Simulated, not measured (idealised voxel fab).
process module | voxel wiring stack
cross-section cut | 240 nm wide | cells 5 nm
A cross-section is a grid of square cells, given in bands from the top down. A band is one or more rows of cells.
Each band's line starts with the height of the band's top and of its bottom, in nm. Then come its materials from left to right, each with its width in nm. One material with "throughout" fills the band from edge to edge. "air" is empty space.
Height 0 is the level under which the wafer as received is all one material. The lowest band goes on downwards, as in "0 down".
A width such as "30 to 40" changes by the same amount from each row of cells to the next, from the band's top row to its bottom row.
"no change" after a step means that no cell of the cross-section changed.
closed voids: empty space of 8 cells or more with no open way to the top, each as width x height at its distance from the left edge, in nm
after a step's settings: what the simulator itself notes on the step
overlay nm, on a step with a mask: how far to the right of its planned place the mask lay; to the left if negative
plan
1 op RECEIVE | material Si
2 op CONFORMAL_DEP | material SiO2 | thk nm 10
3 op DIRECTIONAL_DEP | material TiN | thk nm 5
4 op DIRECTIONAL_DEP | material Ru | thk nm 15
5 op PATTERN | tone cover | mask id METAL_1 | material resist | width nm 20 | pitch nm 45 | thk nm 20 | overlay nm 0
6 op DIRECTIONAL_ETCH | etch materials Ru | depth nm 15
7 op DIRECTIONAL_ETCH | etch materials TiN | depth nm 5
8 op STRIP | etch materials resist
9 op FILL_DEP | material SiO2 | thk nm 10
10 op CMP | height nm 30
11 op CONFORMAL_DEP | material SiCN | thk nm 5
12 op DIRECTIONAL_DEP | material SiO2 | thk nm 25
13 op PATTERN | tone open | mask id METAL_2_HOLES | material resist | width nm 15 | pitch nm 45 | thk nm 20 | overlay nm 0
14 op DIRECTIONAL_ETCH | etch materials SiO2 | depth nm 25
15 op STRIP | etch materials resist
16 op DIRECTIONAL_DEP | material aC | thk nm 15
17 op PATTERN | tone open | mask id METAL_2 | material resist | width nm 20 | pitch nm 45 | thk nm 35 | overlay nm 0
18 op DIRECTIONAL_ETCH | etch materials aC | depth nm 15
19 op STRIP | etch materials resist
20 op DIRECTIONAL_ETCH | etch materials SiO2 | depth nm 15
21 op DIRECTIONAL_ETCH | etch materials SiCN | depth nm 5
22 op STRIP | etch materials aC
23 op CONFORMAL_DEP | material TiN | thk nm 5
24 op FILL_DEP | material Cu | thk nm 10
25 op CMP | height nm 60
26 op CONFORMAL_DEP | material SiCN | thk nm 5
27 op DIRECTIONAL_DEP | material SiO2 | thk nm 15
28 op DIRECTIONAL_DEP | material aC | thk nm 10
29 op PATTERN | tone open | mask id PLUG_2 | material resist | width nm 15 | pitch nm 90 | thk nm 25 | overlay nm 0
30 op DIRECTIONAL_ETCH | etch materials aC | depth nm 10
31 op STRIP | etch materials resist
32 op DIRECTIONAL_ETCH | etch materials SiO2 | depth nm 15
33 op DIRECTIONAL_ETCH | etch materials SiCN | depth nm 5
34 op STRIP | etch materials aC
35 op CONFORMAL_DEP | material TiN | thk nm 5
36 op FILL_DEP | material Ru | thk nm 10
37 op CMP | height nm 80
38 op CONFORMAL_DEP | material SiN | thk nm 5
39 op DIRECTIONAL_DEP | material SiO2 | thk nm 15
40 op PATTERN | tone open | mask id METAL_3 | material resist | width nm 20 | pitch nm 45 | thk nm 20 | overlay nm 0
41 op DIRECTIONAL_ETCH | etch materials SiO2 | depth nm 15
42 op DIRECTIONAL_ETCH | etch materials SiN | depth nm 5
43 op STRIP | etch materials resist
44 op CONFORMAL_DEP | material TiN | thk nm 5
45 op FILL_DEP | material Ru | thk nm 10
46 op CMP | height nm 100
47 op EPI | material Ru | thk nm 5
48 op FILL_DEP | material SiCN | thk nm 5
as received, after step 1
  0 down: Si throughout
  closed voids: none
a wafer at the end: this start, this plan, one mistake
  110 to 105: SiCN throughout
  105 to 100: SiCN 35 | Ru 30 | SiCN 15 | Ru 30 | SiCN 15 | Ru 30 | SiCN 15 | Ru 30 | SiCN 40
  100 to 85: SiO2 40 | TiN 5 | Ru 10 | TiN 5 | SiO2 25 | TiN 5 | Ru 10 | TiN 5 | SiO2 25 | TiN 5 | Ru 10 | TiN 5 | SiO2 25 | TiN 5 | Ru 10 | TiN 5 | SiO2 45
  85 to 80: SiN 40 | TiN 20 | SiN 25 | TiN 20 | SiN 25 | TiN 20 | SiN 25 | TiN 20 | SiN 45
  80 to 65: SiO2 40 | TiN 5 | Ru 5 | TiN 5 | SiO2 75 | TiN 5 | Ru 5 | TiN 5 | SiO2 95
  65 to 60: SiCN 40 | TiN 15 | SiCN 75 | TiN 15 | SiCN 95
  60 to 50: SiO2 40 | TiN 5 | Cu 10 | TiN 5 | SiO2 25 | TiN 5 | Cu 10 | TiN 5 | SiO2 25 | TiN 5 | Cu 10 | TiN 5 | SiO2 25 | TiN 5 | Cu 10 | TiN 5 | SiO2 45
  50 to 45: SiO2 40 | TiN 5 | Cu 5 | TiN 10 | SiO2 25 | TiN 5 | Cu 5 | TiN 10 | SiO2 25 | TiN 5 | Cu 5 | TiN 10 | SiO2 25 | TiN 5 | Cu 5 | TiN 10 | SiO2 45
  45 to 35: SiO2 40 | TiN 5 | Cu 5 | TiN 5 | SiO2 30 | TiN 5 | Cu 5 | TiN 5 | SiO2 30 | TiN 5 | Cu 5 | TiN 5 | SiO2 30 | TiN 5 | Cu 5 | TiN 5 | SiO2 50
  35 to 30: SiCN 40 | TiN 15 | SiCN 30 | TiN 15 | SiCN 30 | TiN 15 | SiCN 30 | TiN 15 | SiCN 50
  30 to 25: SiO2 throughout
  25 to 10: SiO2 40 | Ru 20 | SiO2 25 | Ru 20 | SiO2 25 | Ru 20 | SiO2 25 | Ru 20 | SiO2 45
  10 to 0: SiO2 throughout
  0 down: Si throughout
  closed voids: none
what went wrong: step 3 was left out
